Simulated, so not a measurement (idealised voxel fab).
Process module, titled voxel capacitor over wiring
Section cut is 245 nm wide and gridded with 5 nm square cells.
Format of a cross-section: grid, square cells. Given as bands. Order: top down. Band: one or more rows of cells. For a band, the entry starts with two heights in nm, that of the top and then that of the bottom, and carries on with the band's materials in order from left to right, each alongside its width in nm; the word "throughout" beside a single material means it fills the band edge to edge, and "blank" means empty space. Zero point of the height axis is 0; under it, received wafer = one material. Lowest band: continues down indefinitely, "0 down". When a width is written as two numbers, as in "30..40", the first number is the width in the top row of cells of the band and the second is the width in its bottom row, and the width changes by the same amount from each row to the next. Take "all unchanged" at face value: in the step it is given for, the cross-section changed in none of its cells. If an empty space has no open way to the top and is at least 8 cells in size, "Voids, enclosed" lists it, written width x height at distance, where distance is measured from the left edge and every value is in nm. Post-settings text on a step line: simulator's own remark regarding the step. "overlay nm", when on a step's line for a step with a mask, measures how far to the right of its planned place the mask lay; a negative measure means to the left.
THE FOLLOWING LIST GIVES THE PLANNED PROCESS STEPS
1 RECEIVE: material Si
2 CONFORMAL_DEP: material SiO2, thk nm 15
3 DIRECTIONAL_DEP: material TiN, thk nm 5
4 DIRECTIONAL_DEP: material Ru, thk nm 25
5 PATTERN: tone cover, mask id METAL_1, material resist, width nm 20, pitch nm 75, thk nm 20, overlay nm 0
6 DIRECTIONAL_ETCH: etch materials Ru, depth nm 25
7 DIRECTIONAL_ETCH: etch materials TiN, depth nm 5
8 STRIP: etch materials resist
9 CONFORMAL_DEP: material SiCN, thk nm 5
10 FILL_DEP: material SiO2, thk nm 5
11 CMP: height nm 45
12 CONFORMAL_DEP: material SiCN, thk nm 5
13 DIRECTIONAL_DEP: material lowk, thk nm 20
14 MASKED_ETCH: tone open, mask id PLUG_1, width nm 15, etch materials lowk, depth nm 20, overlay nm 0
15 MASKED_ETCH: tone open, mask id PLUG_1, width nm 15, etch materials SiCN, depth nm 5, overlay nm 0
16 CONFORMAL_DEP: material TiN, thk nm 5
17 FILL_DEP: material W, thk nm 10
18 CMP: height nm 70
19 DIRECTIONAL_DEP: material TiN, thk nm 5
20 DIRECTIONAL_DEP: material SiN, thk nm 5
21 DIRECTIONAL_DEP: material TiN, thk nm 10
22 DIRECTIONAL_DEP: material aC, thk nm 10
23 PATTERN: tone cover, mask id UPPER_PLATE, material resist, width nm 60, thk nm 25, overlay nm 0
24 DIRECTIONAL_ETCH: etch materials aC, depth nm 10
25 STRIP: etch materials resist
26 DIRECTIONAL_ETCH: etch materials TiN, depth nm 10
27 DIRECTIONAL_ETCH: etch materials SiN, depth nm 5
28 STRIP: etch materials aC
29 PATTERN: tone cover, mask id LOWER_PLATE, material resist, width nm 70, thk nm 15, overlay nm 0
30 DIRECTIONAL_ETCH: etch materials TiN, depth nm 5
31 STRIP: etch materials resist
32 FILL_DEP: material SiO2, thk nm 20
33 CMP: height nm 105
34 PATTERN: tone open, mask id PLUG_2, material resist, width nm 15, thk nm 20, overlay nm 0
35 DIRECTIONAL_ETCH: etch materials SiO2, depth nm 15
36 STRIP: etch materials resist
37 CONFORMAL_DEP: material TiN, thk nm 5
38 FILL_DEP: material Ru, thk nm 10
39 CMP: height nm 105
40 CONFORMAL_DEP: material SiN, thk nm 5
RECEIVED-STATE CROSS-SECTION, REFLECTING COMPLETION OF STEP 1
	0 down  Si throughout
	Voids, enclosed: none
END STATE OF THE MODULE IN CROSS-SECTION, GIVEN THE ABOVE STARTING POINT AND PLAN AND ONE MISTAKE IN EXECUTION
	110 to 105  SiN throughout
	105 to 95  85 nm SiO2 / 5 nm TiN / 15 nm Ru / 5 nm TiN / 135 nm SiO2
	95 to 90  85 nm SiO2 / 25 nm TiN / 135 nm SiO2
	90 to 80  80 nm SiO2 / 60 nm TiN / 105 nm SiO2
	80 to 75  80 nm SiO2 / 60 nm SiN / 105 nm SiO2
	75 to 70  75 nm SiO2 / 70 nm TiN / 100 nm SiO2
	70 to 50  80 nm lowk / 5 nm TiN / 5 nm W / 5 nm TiN / 150 nm lowk
	50 to 45  80 nm SiCN / 15 nm TiN / 150 nm SiCN
	45 to 20  70 nm SiO2 / 5 nm SiCN / 20 nm Ru / 5 nm SiCN / 45 nm SiO2 / 5 nm SiCN / 20 nm Ru / 5 nm SiCN / 70 nm SiO2
	20 to 15  75 nm SiCN / 20 nm TiN / 55 nm SiCN / 20 nm TiN / 75 nm SiCN
	15 to 0  SiO2 throughout
	0 down  Si throughout
	Voids, enclosed: none
Against the plan, the run slipped here: rather than as planned, step 34 actually ran as PATTERN: tone open, mask id PLUG_2, material resist, width nm 25, thk nm 20, overlay nm 0
